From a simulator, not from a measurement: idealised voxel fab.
Process module in this document: voxel tone inversion
Square cells of 5 nm make up the cross-section cut, whose width is 145 nm.
For the purposes of this document, a cross-section shall be understood as a grid of square cells, specified as bands listed in top-to-bottom order, each band consisting of one or more rows of cells.
In this notation a band is specified by the heights of its top and bottom, in that order and in nm, after which its materials appear from left to right, each paired with its width in nm. The word "throughout" attached to a single material means that material fills the band from edge to edge; the word "blank" stands for empty space.
Height 0 is the level under which the wafer as received is all one material. The lowest band goes on downwards, as in "0 and below".
A two-number width, for instance "30->40", indicates that the width is equal to the first number in the top row of the band and to the second number in the bottom row, and that it changes by a constant amount per row of cells.
What does "remained the same" mean for a step? It means no cell of the cross-section changed in that step.
"Enclosed void inventory": sealed empty spaces, 8 cells or more, no open way to top, listed width x height at distance, with distance from the left edge and width, height and distance in nm.
Anything after a step's settings on that line? It's the simulator's own note about the step.
The setting "overlay nm" may be written on the line of a step. When the step uses a mask, the value reports how far to the right of the planned place the mask lay, and a negative value reports that it lay to the left.
## This section lists the process steps that were planned
1,op RECEIVE | material Si
2,op CONFORMAL_DEP | material SiCN | thk nm 10
3,op DIRECTIONAL_DEP | material aC | thk nm 15
4,op PATTERN | tone cover | mask id POSTS | material resist | width nm 15 | pitch nm 30 | thk nm 20 | overlay nm 0
5,op DIRECTIONAL_ETCH | etch materials aC | depth nm 15
6,op STRIP | etch materials resist
7,op FILL_DEP | material SiO2 | thk nm 5
8,op CMP | height nm 25
9,op STRIP | etch materials aC
10,op CONFORMAL_DEP | material TiN | thk nm 5
11,op FILL_DEP | material Ru | thk nm 5
12,op CMP | height nm 25
13,op CONFORMAL_DEP | material SiCN | thk nm 5
## as received, after step 1
	0 and below = Si throughout
	Enclosed void inventory: none
## a wafer at the end: this start, this plan, one mistake
	30 down to 25 = SiCN throughout
	25 down to 15 = 20 nm Ru  5 nm TiN  5 nm Ru  5 nm TiN  15 nm Ru  5 nm TiN  5 nm Ru  5 nm TiN  15 nm Ru  5 nm TiN  5 nm Ru  5 nm TiN  15 nm Ru  5 nm TiN  5 nm Ru  5 nm TiN  20 nm Ru
	15 down to 10 = 20 nm Ru  15 nm TiN  15 nm Ru  15 nm TiN  15 nm Ru  15 nm TiN  15 nm Ru  15 nm TiN  20 nm Ru
	10 down to 0 = SiCN throughout
	0 and below = Si throughout
	Enclosed void inventory: none
Finding, execution versus plan: step 7 ran with different settings than intended, the actual operation and settings being op FILL_DEP | material Ru | thk nm 5
